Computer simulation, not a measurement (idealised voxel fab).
process module | voxel self aligned vias
This is section cut - it's 220 nm across, gridded in 5 nm square cells.
A cross-section is a grid of square cells, given in bands from the top down. A band is one or more rows of cells.
It is stipulated that each band's entry specify, in nanometres, the height of the top of the band and then that of its bottom, followed by the materials of the band in left-to-right sequence, each together with its width in nanometres. A single material marked by the word "all across" is understood to fill the band from edge to edge; the word "blank" is understood to denote empty space.
Heights from 0 (as-received wafer is one material below). Bottom band endless downward, as "0 -> down".
The two numbers in a width such as "30->40" mark its ends across the band: the first belongs to the top row of cells, the second to the bottom row, and from each row to the next the width moves by the same amount.
When a step is marked "no alteration", none of the cells in the cross-section changed during that step.
"Closed void inventory": empty spaces of 8 cells or more with no open way to the top, each given as width x height at distance, distance from the left edge, all in nm.
On a step's line, text after the settings is the simulator commenting on that step.
overlay nm, on a step with a mask: how far to the right of its planned place the mask lay; to the left if negative

-- So here's the lineup of process steps we planned
step 1: RECEIVE with material Si
step 2: CONFORMAL_DEP with material SiO2, thk nm 15
step 3: CONFORMAL_DEP with material SiCN, thk nm 5
step 4: DIRECTIONAL_DEP with material SiO2, thk nm 30
step 5: PATTERN with tone open, mask id LINES, material resist, width nm 20, pitch nm 50, thk nm 15, overlay nm 0
step 6: DIRECTIONAL_ETCH with etch materials SiO2, depth nm 30
step 7: STRIP with etch materials resist
step 8: CONFORMAL_DEP with material TiN, thk nm 5
step 9: FILL_DEP with material Ru, thk nm 5
step 10: CMP with height nm 50
step 11: SELECTIVE_ETCH with etch materials W Ru TiN, depth nm 10
step 12: FILL_DEP with material SiN, thk nm 10
step 13: CMP with height nm 50
step 14: DIRECTIONAL_DEP with material SiO2, thk nm 20
step 15: DIRECTIONAL_DEP with material aC, thk nm 10
step 16: PATTERN with tone open, mask id VIAS, material resist, width nm 30, thk nm 30, overlay nm 0
step 17: DIRECTIONAL_ETCH with etch materials aC, depth nm 10
step 18: STRIP with etch materials resist
step 19: DIRECTIONAL_ETCH with etch materials SiO2, depth nm 20
step 20: DIRECTIONAL_ETCH with etch materials SiN, depth nm 10
step 21: STRIP with etch materials aC
step 22: CONFORMAL_DEP with material TiN, thk nm 5
step 23: FILL_DEP with material Ru, thk nm 5
step 24: CMP with height nm 70
step 25: CONFORMAL_DEP with material SiCN, thk nm 5

-- Cross-section of the incoming wafer, state after step 1
* 0 -> down = Si all across
* Closed void inventory: none

-- End state of the module in cross-section, given the above starting point and plan and one mistake in execution
* 75 -> 70 = SiCN all across
* 70 -> 55 = 70 of SiO2, then 5 of TiN, then 20 of Ru, then 5 of TiN, then 120 of SiO2
* 55 -> 50 = 70 of SiO2, then 30 of TiN, then 120 of SiO2
* 50 -> 40 = 70 of SiN, then 5 of TiN, then 20 of SiO2, then 5 of TiN, then 25 of SiN, then 20 of SiO2, then 75 of SiN
* 40 -> 25 = 70 of Ru, then 5 of TiN, then 20 of SiO2, then 5 of TiN, then 20 of Ru, then 5 of TiN, then 20 of SiO2, then 5 of TiN, then 70 of Ru
* 25 -> 20 = 75 of TiN, then 20 of SiO2, then 30 of TiN, then 20 of SiO2, then 75 of TiN
* 20 -> 15 = SiCN all across
* 15 -> 0 = SiO2 all across
* 0 -> down = Si all across
* Closed void inventory: none
The plan and the run diverged here: note that step 5 departed from the planned setting and was carried out as PATTERN with tone cover, mask id LINES, material resist, width nm 20, pitch nm 50, thk nm 15, overlay nm 0
